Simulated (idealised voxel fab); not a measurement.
process module | voxel quadruple lines
cross-section cut | 215 nm wide | cells 5 nm
A cross-section is a grid of square cells, given in bands from the top down. A band is one or more rows of cells.
Each band's line starts with the height of the band's top and of its bottom, in nm. Then come its materials from left to right, each with its width in nm. One material with "throughout" fills the band from edge to edge. "air" is empty space.
Height 0 is the level under which the wafer as received is all one material. The lowest band goes on downwards, as in "0 down".
A width such as "30 to 40" changes by the same amount from each row of cells to the next, from the band's top row to its bottom row.
"no change" after a step means that no cell of the cross-section changed.
closed voids: empty space of 8 cells or more with no open way to the top, each as width x height at its distance from the left edge, in nm
after a step's settings: what the simulator itself notes on the step
overlay nm, on a step with a mask: how far to the right of its planned place the mask lay; to the left if negative
plan
1 op RECEIVE | material Si
2 op CONFORMAL_DEP | material SiO2 | thk nm 10
3 op DIRECTIONAL_DEP | material Ru | thk nm 15
4 op DIRECTIONAL_DEP | material polySi | thk nm 15
5 op DIRECTIONAL_DEP | material aC | thk nm 25
6 op PATTERN | tone cover | mask id MANDREL | material resist | width nm 20 | pitch nm 60 | thk nm 35 | overlay nm 0
7 op DIRECTIONAL_ETCH | etch materials aC | depth nm 25
8 op STRIP | etch materials resist
9 op CONFORMAL_DEP | material SiO2 | thk nm 10
10 op DIRECTIONAL_ETCH | etch materials SiO2 | depth nm 10
11 op STRIP | etch materials aC
12 op DIRECTIONAL_ETCH | etch materials polySi | depth nm 15
13 op STRIP | etch materials SiO2
14 op CONFORMAL_DEP | material SiCN | thk nm 5
15 op DIRECTIONAL_ETCH | etch materials SiCN | depth nm 5
16 op STRIP | etch materials polySi
17 op DIRECTIONAL_ETCH | etch materials Ru | depth nm 15
18 op STRIP | etch materials SiCN
19 op FILL_DEP | material lowk | thk nm 10
20 op CMP | height nm 25
varied across the wafers: thk nm of step 14. The plan shows the first wafer's value. All wafers start alike
first wafer as received, after step 1
  0 down: Si throughout
  closed voids: none
each wafer at the end: cells of each material gained (+) or lost (-) since it was received, then its closed voids
thk nm 5 | +24 Ru | +86 SiO2 | +105 lowk | closed voids: none
thk nm 10 | +129 Ru | +86 SiO2 | closed voids: none
thk nm 15 | +129 Ru | +86 SiO2 | closed voids: none
thk nm 20 | +129 Ru | +86 SiO2 | closed voids: none
